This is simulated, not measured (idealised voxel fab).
process module | voxel tone inversion
cross-section cut | 280 nm wide | cells 5 nm
A cross-section is a grid of square cells, given in bands from the top down. A band is one or more rows of cells.
Each band's line starts with the height of the band's top and of its bottom, in nm. Then come its materials from left to right, each with its width in nm. One material with "throughout" fills the band from edge to edge. "air" is empty space.
Height 0 is the level under which the wafer as received is all one material. The lowest band goes on downwards, as in "0 down".
A width such as "30 to 40" changes by the same amount from each row of cells to the next, from the band's top row to its bottom row.
"no change" after a step means that no cell of the cross-section changed.
closed voids: empty space of 8 cells or more with no open way to the top, each as width x height at its distance from the left edge, in nm
after a step's settings: what the simulator itself notes on the step
overlay nm, on a step with a mask: how far to the right of its planned place the mask lay; to the left if negative
plan
1 op RECEIVE | material Si
2 op CONFORMAL_DEP | material SiCN | thk nm 10
3 op DIRECTIONAL_DEP | material aC | thk nm 15
4 op PATTERN | tone cover | mask id POSTS | material resist | width nm 20 | pitch nm 40 | thk nm 25 | overlay nm 0
5 op DIRECTIONAL_ETCH | etch materials aC | depth nm 15
6 op STRIP | etch materials resist
7 op FILL_DEP | material SiO2 | thk nm 5
8 op CMP | height nm 25
9 op STRIP | etch materials aC
10 op CONFORMAL_DEP | material TiN | thk nm 5
11 op FILL_DEP | material Ru | thk nm 10
12 op CMP | height nm 25
13 op CONFORMAL_DEP | material SiN | thk nm 5
as received, after step 1
  0 down: Si throughout
  closed voids: none
a wafer at the end: this start, this plan, one mistake
  30 to 25: SiN throughout
  25 to 15: SiO2 80 | TiN 5 | Ru 10 | TiN 5 | SiO2 20 | TiN 5 | Ru 10 | TiN 5 | SiO2 20 | TiN 5 | Ru 10 | TiN 5 | SiO2 20 | TiN 5 | Ru 10 | TiN 5 | SiO2 60
  15 to 10: SiO2 80 | TiN 20 | SiO2 20 | TiN 20 | SiO2 20 | TiN 20 | SiO2 20 | TiN 20 | SiO2 60
  10 to 0: SiCN throughout
  0 down: Si throughout
  closed voids: none
what went wrong: step 4 ran as: op PATTERN | tone cover | mask id POSTS | material resist | width nm 20 | pitch nm 40 | thk nm 25 | overlay nm 10
